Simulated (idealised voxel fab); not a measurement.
You're looking at the process module voxel wiring stack.
The cross-section on display is named cut; it measures 175 nm wide, and its cells are 5 nm squares.
Square cells in a grid make up a cross-section in this document, and the grid is given as bands, listed from the top down, each one or more rows of cells. In this notation a band is specified by the heights of its top and bottom, in that order and in nm, after which its materials appear from left to right, each paired with its width in nm. The word "edge to edge" attached to a single material means that material fills the band from edge to edge; the word "air" stands for empty space. The reference from which all heights are counted is 0, the level beneath which the as-received wafer is entirely one material; the lowest band, having no lower bound, proceeds downward and is written after the example "0 and below". Per-row width for "30 to 40": begins at first number (top row of band), ends at second number (bottom row), increment between rows held constant. You'll sometimes find "nothing was modified" written for a step, and that's the way of saying that nowhere in the cross-section did a cell change during that step. "Enclosed void list" enumerates empty spaces isolated from the top, with no open way to it, that contain at least 8 cells, giving each as width x height at distance from the left edge, all three in nm. It should be noted that, on the line of a given step, the content following the step's settings is a remark produced by the simulator itself with respect to that step. The line of a step may include "overlay nm". On a step with a mask, this value is how far to the right of its planned place the mask lay. A negative value means the mask lay to the left.
Planned step list for the process
1) RECEIVE, material Si
2) CONFORMAL_DEP, material SiO2, thk nm 15
3) DIRECTIONAL_DEP, material TiN, thk nm 5
4) DIRECTIONAL_DEP, material Ru, thk nm 25
5) DIRECTIONAL_DEP, material aC, thk nm 15
6) PATTERN, tone cover, mask id METAL_1, material resist, width nm 30, pitch nm 50, thk nm 30, overlay nm 0
7) DIRECTIONAL_ETCH, etch materials aC, depth nm 15
8) STRIP, etch materials resist
9) DIRECTIONAL_ETCH, etch materials Ru, depth nm 25
10) DIRECTIONAL_ETCH, etch materials TiN, depth nm 5
11) STRIP, etch materials aC
12) FILL_DEP, material lowk, thk nm 10
13) CMP, height nm 45
14) CONFORMAL_DEP, material SiCN, thk nm 5
15) DIRECTIONAL_DEP, material SiO2, thk nm 30
16) MASKED_ETCH, tone open, mask id METAL_2, width nm 30, pitch nm 50, etch materials SiO2, depth nm 15, overlay nm 0
17) PATTERN, tone open, mask id METAL_2_HOLES, material resist, width nm 15, pitch nm 50, thk nm 20, overlay nm 0
18) DIRECTIONAL_ETCH, etch materials SiO2, depth nm 15
19) DIRECTIONAL_ETCH, etch materials SiCN, depth nm 5
20) STRIP, etch materials resist
21) CONFORMAL_DEP, material TiN, thk nm 5
22) FILL_DEP, material Ru, thk nm 10
23) CMP, height nm 80
24) CONFORMAL_DEP, material SiCN, thk nm 5
25) DIRECTIONAL_DEP, material lowk, thk nm 10
26) PATTERN, tone open, mask id PLUG_2, material resist, width nm 15, thk nm 20, overlay nm 0
27) DIRECTIONAL_ETCH, etch materials lowk, depth nm 10
28) DIRECTIONAL_ETCH, etch materials SiCN, depth nm 5
29) STRIP, etch materials resist
30) EPI, material Ru, thk nm 10
31) EPI, material Ru, thk nm 5
32) DIRECTIONAL_DEP, material TiN, thk nm 5
33) DIRECTIONAL_DEP, material Ru, thk nm 20
34) DIRECTIONAL_DEP, material aC, thk nm 10
35) PATTERN, tone cover, mask id METAL_3, material resist, width nm 30, pitch nm 50, thk nm 30, overlay nm 0
36) DIRECTIONAL_ETCH, etch materials aC, depth nm 10
37) STRIP, etch materials resist
38) DIRECTIONAL_ETCH, etch materials Ru, depth nm 20
39) DIRECTIONAL_ETCH, etch materials TiN, depth nm 5
40) STRIP, etch materials aC
41) FILL_DEP, material lowk, thk nm 5
42) CMP, height nm 120
43) CONFORMAL_DEP, material SiCN, thk nm 5
Here's what the wafer looked like in cross-section when it arrived - that's after step 1
> 0 and below: Si edge to edge
> Enclosed void list: none
The plan above was carried out on the starting structure above with one mistake, and this cross-section shows the wafer at the end of the module
> 125 down to 120: SiCN edge to edge
> 120 down to 115: 60 nm lowk, then 15 nm Ru, then 20 nm lowk, then 30 nm Ru, then 50 nm lowk
> 115 down to 100: 45 nm lowk, then 30 nm Ru, then 20 nm lowk, then 30 nm Ru, then 50 nm lowk
> 100 down to 95: 45 nm lowk, then 15 nm Ru, then 15 nm TiN, then 20 nm lowk, then 30 nm TiN, then 50 nm lowk
> 95 down to 90: 45 nm SiCN, then 15 nm TiN, then 115 nm SiCN
> 90 down to 80: lowk edge to edge
> 80 down to 70: 45 nm SiO2, then 5 nm TiN, then 20 nm Ru, then 5 nm TiN, then 20 nm SiO2, then 5 nm TiN, then 20 nm Ru, then 5 nm TiN, then 50 nm SiO2
> 70 down to 65: 45 nm SiO2, then 5 nm TiN, then 5 nm Ru, then 20 nm TiN, then 20 nm SiO2, then 5 nm TiN, then 5 nm Ru, then 20 nm TiN, then 50 nm SiO2
> 65 down to 50: 45 nm SiO2, then 5 nm TiN, then 5 nm Ru, then 5 nm TiN, then 35 nm SiO2, then 5 nm TiN, then 5 nm Ru, then 5 nm TiN, then 65 nm SiO2
> 50 down to 45: 45 nm SiCN, then 15 nm TiN, then 35 nm SiCN, then 15 nm TiN, then 65 nm SiCN
> 45 down to 20: 45 nm lowk, then 30 nm Ru, then 20 nm lowk, then 30 nm Ru, then 50 nm lowk
> 20 down to 15: 45 nm lowk, then 30 nm TiN, then 20 nm lowk, then 30 nm TiN, then 50 nm lowk
> 15 down to 0: SiO2 edge to edge
> 0 and below: Si edge to edge
> Enclosed void list: none
The mistake made against the process plan was this: the intended sequence of steps 24 and 25 was reversed during processing, with each occupying the position of the other
